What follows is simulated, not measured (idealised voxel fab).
Process module heading - voxel transistor to metal
For reference, the cross-section in this document is cut, with width 240 nm and square cells of 5 nm.
Cross-section, as written here: a square-cell grid given band by band from the top down, where a band holds one or more rows of cells. Top, bottom (nm), then materials left to right with widths (nm); lone material tagged "all across" fills the whole band edge to edge; "empty" = empty space. It should be noted that heights are counted from 0, beneath which the wafer as supplied is of one material throughout, and that the lowest band possesses no lower boundary but continues downward, as written in "0 down". With a width like "30..40", each row of cells in the band differs from the next by the same amount, the top row carrying the first number and the bottom row the second. Any step labelled "no modification" changed none of the cells in the cross-section. In "Enclosed voids" the enclosed voids are listed, meaning empty spaces of 8 cells or larger without any opening to the top. The form is width x height at distance, distance from the left edge, units nm. Post-settings text on a step line: simulator's own remark regarding the step. Steps that use a mask can have "overlay nm" on their line. It says how far the mask sat to the right of where it was meant to be. Negative means to the left.
[Steps planned for the process]
1: RECEIVE with material Si
2: CONFORMAL_DEP with material SiO2, thk nm 5
3: CONFORMAL_DEP with material SiN, thk nm 15
4: PATTERN with tone cover, mask id ACTIVE, material resist, width nm 95, pitch nm 115, thk nm 15, overlay nm 0
5: DIRECTIONAL_ETCH with etch materials SiN, depth nm 15
6: DIRECTIONAL_ETCH with etch materials SiO2, depth nm 5
7: DIRECTIONAL_ETCH with etch materials Si, depth nm 35
8: STRIP with etch materials resist
9: OXIDIZE with depth nm 5
10: FILL_DEP with material SiO2, thk nm 5
11: CMP with height nm 20
12: SELECTIVE_ETCH with etch materials SiO2, depth nm 10
13: STRIP with etch materials SiN
14: SELECTIVE_ETCH with etch materials SiO2, depth nm 5
15: OXIDIZE with depth nm 5
16: DIRECTIONAL_DEP with material polySi, thk nm 20
17: DIRECTIONAL_DEP with material SiCN, thk nm 15
18: DIRECTIONAL_DEP with material aC, thk nm 15
19: PATTERN with tone cover, mask id GATE, material resist, width nm 15, pitch nm 115, thk nm 30, overlay nm 0
20: DIRECTIONAL_ETCH with etch materials aC, depth nm 15
21: STRIP with etch materials resist
22: DIRECTIONAL_ETCH with etch materials SiCN, depth nm 25
23: DIRECTIONAL_ETCH with etch materials polySi, depth nm 30
24: STRIP with etch materials aC
25: CONFORMAL_DEP with material SiN, thk nm 10
26: DIRECTIONAL_ETCH with etch materials SiN, depth nm 10
27: DIRECTIONAL_ETCH with etch materials SiO2, depth nm 5
28: DIRECTIONAL_ETCH with etch materials Si, depth nm 10
29: EPI with material pSi, thk nm 10
30: FILL_DEP with material SiO2, thk nm 10
31: CMP with height nm 35
32: DIRECTIONAL_DEP with material SiO2, thk nm 10
33: PATTERN with tone open, mask id CONTACT, material resist, width nm 30, thk nm 15, overlay nm 0
34: DIRECTIONAL_ETCH with etch materials SiO2, depth nm 50
35: STRIP with etch materials resist
36: CONFORMAL_DEP with material TiN, thk nm 5
37: FILL_DEP with material Ru, thk nm 5
38: CMP with height nm 45
39: DIRECTIONAL_DEP with material TiN, thk nm 5
40: DIRECTIONAL_DEP with material W, thk nm 15
41: MASKED_ETCH with tone cover, mask id METAL_1, width nm 15, etch materials W, depth nm 15, overlay nm 0
42: MASKED_ETCH with tone cover, mask id METAL_1, width nm 15, etch materials TiN, depth nm 5, overlay nm 0
43: FILL_DEP with material SiO2, thk nm 5
44: CMP with height nm 65
45: CONFORMAL_DEP with material SiN, thk nm 5
[So this is the incoming wafer in cross-section - it's already been through step 1]
> 0 down  Si all across
> Enclosed voids: none
[Cross-section at module end, one run error; start and plan unchanged from above]
> 70 to 65  SiN all across
> 65 to 50  SiO2 20, W 15, SiO2 55, W 15, SiO2 30, W 15, SiO2 55, W 15, SiO2 20
> 50 to 45  SiO2 20, TiN 15, SiO2 55, TiN 15, SiO2 30, TiN 15, SiO2 55, TiN 15, SiO2 20
> 45 to 35  SiO2 20, TiN 5, Ru 20..15, TiN 5..10, SiO2 25, TiN 5..10, Ru 20..15, TiN 5, SiO2 30, TiN 5, Ru 20..15, TiN 5..10, SiO2 25, TiN 5..10, Ru 20..15, TiN 5, SiO2 20
> 35 to 20  SiO2 20, TiN 5, Ru 15, TiN 5, SiN 10, SiCN 15, SiN 10, TiN 5, Ru 15, TiN 5, SiO2 30, TiN 5, Ru 15, TiN 5, SiN 10, SiCN 15, SiN 10, TiN 5, Ru 15, TiN 5, SiO2 20
> 20 to 10  SiO2 20, TiN 5, Ru 15, TiN 5, SiN 10, polySi 15, SiN 10, TiN 5, Ru 15, TiN 5, SiO2 30, TiN 5, Ru 15, TiN 5, SiN 10, polySi 15, SiN 10, TiN 5, Ru 15, TiN 5, SiO2 20
> 10 to 5  SiO2 20, TiN 5, Ru 5, TiN 15, SiN 10, polySi 15, SiN 10, TiN 15, Ru 5, TiN 5, SiO2 30, TiN 5, Ru 5, TiN 15, SiN 10, polySi 15, SiN 10, TiN 15, Ru 5, TiN 5, SiO2 20
> 5 to 0  SiO2 10, SiN 10, TiN 15, pSi 10, SiN 10, polySi 15, SiN 10, pSi 10, TiN 15, SiN 10, SiO2 10, SiN 10, TiN 15, pSi 10, SiN 10, polySi 15, SiN 10, pSi 10, TiN 15, SiN 10, SiO2 10
> 0 to -5  SiO2 10, SiN 10, pSi 25, SiO2 35, pSi 25, SiN 10, SiO2 10, SiN 10, pSi 25, SiO2 35, pSi 25, SiN 10, SiO2 10
> -5 to -10  SiO2 25, pSi 20, Si 35, pSi 20, SiO2 40, pSi 20, Si 35, pSi 20, SiO2 25
> -10 to -15  SiO2 20, Si 5, pSi 20, Si 35, pSi 20, Si 5, SiO2 30, Si 5, pSi 20, Si 35, pSi 20, Si 5, SiO2 20
> -15 to -40  SiO2 20, Si 85, SiO2 30, Si 85, SiO2 20
> -40 down  Si all across
> Enclosed voids: none
Where did the run depart from the plan? the plan's step 2 went unexecuted, having been skipped
